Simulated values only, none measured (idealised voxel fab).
Process module, titled voxel fin reveal
210 nm wide, 5 nm square cells: that's cross-section cut.
Think of the cross-section as a grid of square cells. We describe it in bands, top to bottom, and each band covers one or more rows of those cells. First you get the band's top height and its bottom height, in nm, and then the materials it's made of, left to right, with each width in nm. If you see a single material with "edge to edge", that one covers the band edge to edge. "air" is empty space. Heights are reckoned from 0. Under this level, the received wafer is all of one material. The bottommost band is open-ended downward, for example "0 nm and below". Think of "30..40" as a width that walks from the first number to the second as you go down the band, top row to bottom row, taking equal-sized steps from row to row. For the purposes of this document, the phrase "everything unchanged" attached to a step denotes that no cell within the cross-section was modified by that step. "Encapsulated voids" - sealed voids, min. 8 cells, no opening to top; format: width x height at distance (distance from left edge; nm throughout). Note: text after step settings on the step line = simulator remark on that step. The "overlay nm" setting may appear on a step's line; for a step that uses a mask, it gives how far to the right of its planned position the mask lay, and a negative value indicates the left.

-- Below is the list of planned process steps
1 RECEIVE: material Si
2 CONFORMAL_DEP: material SiN, thk nm 5
3 PATTERN: tone cover, mask id FINS, material resist, width nm 15, pitch nm 40, thk nm 20, overlay nm 0
4 DIRECTIONAL_ETCH: etch materials SiN, depth nm 5
5 DIRECTIONAL_ETCH: etch materials Si, depth nm 35
6 STRIP: etch materials resist
7 FILL_DEP: material SiO2, thk nm 5
8 CMP: height nm 5
9 SELECTIVE_ETCH: etch materials SiO2, depth nm 30
10 STRIP: etch materials SiN
11 CONFORMAL_DEP: material HfO2, thk nm 5

-- The first of the two wafers, which ran as planned

-- Cross-section of the wafer upon arrival, representing the state reached after step 1
0 nm and below: Si edge to edge
Encapsulated voids: none

-- Step 2 complete: cross-section through the wafer
5 nm to 0 nm: SiN edge to edge
Below 0 it's all the same as before, nothing changed down there.

-- Step 3 complete: cross-section through the wafer
25 nm to 5 nm: air 35 nm | resist 15 nm | air 25 nm | resist 15 nm | air 25 nm | resist 15 nm | air 25 nm | resist 15 nm | air 40 nm
Below 5 it's all the same as before, nothing changed down there.

-- Step 4 complete: cross-section through the wafer
25 nm to 5 nm: air 35 nm | resist 15 nm | air 25 nm | resist 15 nm | air 25 nm | resist 15 nm | air 25 nm | resist 15 nm | air 40 nm
5 nm to 0 nm: air 35 nm | SiN 15 nm | air 25 nm | SiN 15 nm | air 25 nm | SiN 15 nm | air 25 nm | SiN 15 nm | air 40 nm
Below 0 it's all the same as before, nothing changed down there.

-- Step 5 complete: cross-section through the wafer
25 nm to 5 nm: air 35 nm | resist 15 nm | air 25 nm | resist 15 nm | air 25 nm | resist 15 nm | air 25 nm | resist 15 nm | air 40 nm
5 nm to 0 nm: air 35 nm | SiN 15 nm | air 25 nm | SiN 15 nm | air 25 nm | SiN 15 nm | air 25 nm | SiN 15 nm | air 40 nm
0 nm to -35 nm: air 35 nm | Si 15 nm | air 25 nm | Si 15 nm | air 25 nm | Si 15 nm | air 25 nm | Si 15 nm | air 40 nm
Below -35 it's all the same as before, nothing changed down there.

-- Step 6 complete: cross-section through the wafer
5 nm to 0 nm: air 35 nm | SiN 15 nm | air 25 nm | SiN 15 nm | air 25 nm | SiN 15 nm | air 25 nm | SiN 15 nm | air 40 nm
Below 0 it's all the same as before, nothing changed down there.

-- Step 7 complete: cross-section through the wafer
10 nm to 5 nm: SiO2 edge to edge
5 nm to 0 nm: SiO2 35 nm | SiN 15 nm | SiO2 25 nm | SiN 15 nm | SiO2 25 nm | SiN 15 nm | SiO2 25 nm | SiN 15 nm | SiO2 40 nm
0 nm to -35 nm: SiO2 35 nm | Si 15 nm | SiO2 25 nm | Si 15 nm | SiO2 25 nm | Si 15 nm | SiO2 25 nm | Si 15 nm | SiO2 40 nm
Below -35 it's all the same as before, nothing changed down there.

-- Step 8 complete: cross-section through the wafer
5 nm to 0 nm: SiO2 35 nm | SiN 15 nm | SiO2 25 nm | SiN 15 nm | SiO2 25 nm | SiN 15 nm | SiO2 25 nm | SiN 15 nm | SiO2 40 nm
Below 0 it's all the same as before, nothing changed down there.

-- Step 9 complete: cross-section through the wafer
5 nm to 0 nm: air 35 nm | SiN 15 nm | air 25 nm | SiN 15 nm | air 25 nm | SiN 15 nm | air 25 nm | SiN 15 nm | air 40 nm
0 nm to -25 nm: air 35 nm | Si 15 nm | air 25 nm | Si 15 nm | air 25 nm | Si 15 nm | air 25 nm | Si 15 nm | air 40 nm
Below -25 it's all the same as before, nothing changed down there.

-- Step 10 complete: cross-section through the wafer
0 nm to -25 nm: air 35 nm | Si 15 nm | air 25 nm | Si 15 nm | air 25 nm | Si 15 nm | air 25 nm | Si 15 nm | air 40 nm
Below -25 it's all the same as before, nothing changed down there.

-- Step 11 complete: cross-section through the wafer
5 nm to 0 nm: air 30 nm | HfO2 25 nm | air 15 nm | HfO2 25 nm | air 15 nm | HfO2 25 nm | air 15 nm | HfO2 25 nm | air 35 nm
0 nm to -20 nm: air 30 nm | HfO2 5 nm | Si 15 nm | HfO2 5 nm | air 15 nm | HfO2 5 nm | Si 15 nm | HfO2 5 nm | air 15 nm | HfO2 5 nm | Si 15 nm | HfO2 5 nm | air 15 nm | HfO2 5 nm | Si 15 nm | HfO2 5 nm | air 35 nm
-20 nm to -25 nm: HfO2 35 nm | Si 15 nm | HfO2 25 nm | Si 15 nm | HfO2 25 nm | Si 15 nm | HfO2 25 nm | Si 15 nm | HfO2 40 nm
Below -25 it's all the same as before, nothing changed down there.

-- Second wafer, same starting conditions and recipe as the first, one mistake in executing it, nothing differs from the first up to and including step 4

-- At the planned end of step 5, the second wafer in cross-section
25 nm to 5 nm: air 35 nm | resist 15 nm | air 25 nm | resist 15 nm | air 25 nm | resist 15 nm | air 25 nm | resist 15 nm | air 40 nm
5 nm to 0 nm: air 35 nm | SiN 15 nm | air 25 nm | SiN 15 nm | air 25 nm | SiN 15 nm | air 25 nm | SiN 15 nm | air 40 nm
0 nm to -70 nm: air 35 nm | Si 15 nm | air 25 nm | Si 15 nm | air 25 nm | Si 15 nm | air 25 nm | Si 15 nm | air 40 nm
Below -70 it's all the same as before, nothing changed down there.

-- At the planned end of step 6, the second wafer in cross-section
5 nm to 0 nm: air 35 nm | SiN 15 nm | air 25 nm | SiN 15 nm | air 25 nm | SiN 15 nm | air 25 nm | SiN 15 nm | air 40 nm
Below 0 it's all the same as before, nothing changed down there.

-- At the planned end of step 7, the second wafer in cross-section
10 nm to 5 nm: SiO2 edge to edge
5 nm to 0 nm: SiO2 35 nm | SiN 15 nm | SiO2 25 nm | SiN 15 nm | SiO2 25 nm | SiN 15 nm | SiO2 25 nm | SiN 15 nm | SiO2 40 nm
0 nm to -70 nm: SiO2 35 nm | Si 15 nm | SiO2 25 nm | Si 15 nm | SiO2 25 nm | Si 15 nm | SiO2 25 nm | Si 15 nm | SiO2 40 nm
Below -70 it's all the same as before, nothing changed down there.

-- At the planned end of step 8, the second wafer in cross-section
5 nm to 0 nm: SiO2 35 nm | SiN 15 nm | SiO2 25 nm | SiN 15 nm | SiO2 25 nm | SiN 15 nm | SiO2 25 nm | SiN 15 nm | SiO2 40 nm
Below 0 it's all the same as before, nothing changed down there.

-- At the planned end of step 9, the second wafer in cross-section
5 nm to 0 nm: air 35 nm | SiN 15 nm | air 25 nm | SiN 15 nm | air 25 nm | SiN 15 nm | air 25 nm | SiN 15 nm | air 40 nm
0 nm to -25 nm: air 35 nm | Si 15 nm | air 25 nm | Si 15 nm | air 25 nm | Si 15 nm | air 25 nm | Si 15 nm | air 40 nm
Below -25 it's all the same as before, nothing changed down there.

-- At the planned end of step 10, the second wafer in cross-section
0 nm to -25 nm: air 35 nm | Si 15 nm | air 25 nm | Si 15 nm | air 25 nm | Si 15 nm | air 25 nm | Si 15 nm | air 40 nm
Below -25 it's all the same as before, nothing changed down there.

-- At the planned end of step 11, the second wafer in cross-section
5 nm to 0 nm: air 30 nm | HfO2 25 nm | air 15 nm | HfO2 25 nm | air 15 nm | HfO2 25 nm | air 15 nm | HfO2 25 nm | air 35 nm
0 nm to -20 nm: air 30 nm | HfO2 5 nm | Si 15 nm | HfO2 5 nm | air 15 nm | HfO2 5 nm | Si 15 nm | HfO2 5 nm | air 15 nm | HfO2 5 nm | Si 15 nm | HfO2 5 nm | air 15 nm | HfO2 5 nm | Si 15 nm | HfO2 5 nm | air 35 nm
-20 nm to -25 nm: HfO2 35 nm | Si 15 nm | HfO2 25 nm | Si 15 nm | HfO2 25 nm | Si 15 nm | HfO2 25 nm | Si 15 nm | HfO2 40 nm
Below -25 it's all the same as before, nothing changed down there.
Where did the run depart from the plan? the plan's step 5 ran twice
In the final state, the cell counts of the second wafer exceed or fall short of those of the first for the following materials: 210 fewer of Si | 210 more of SiO2
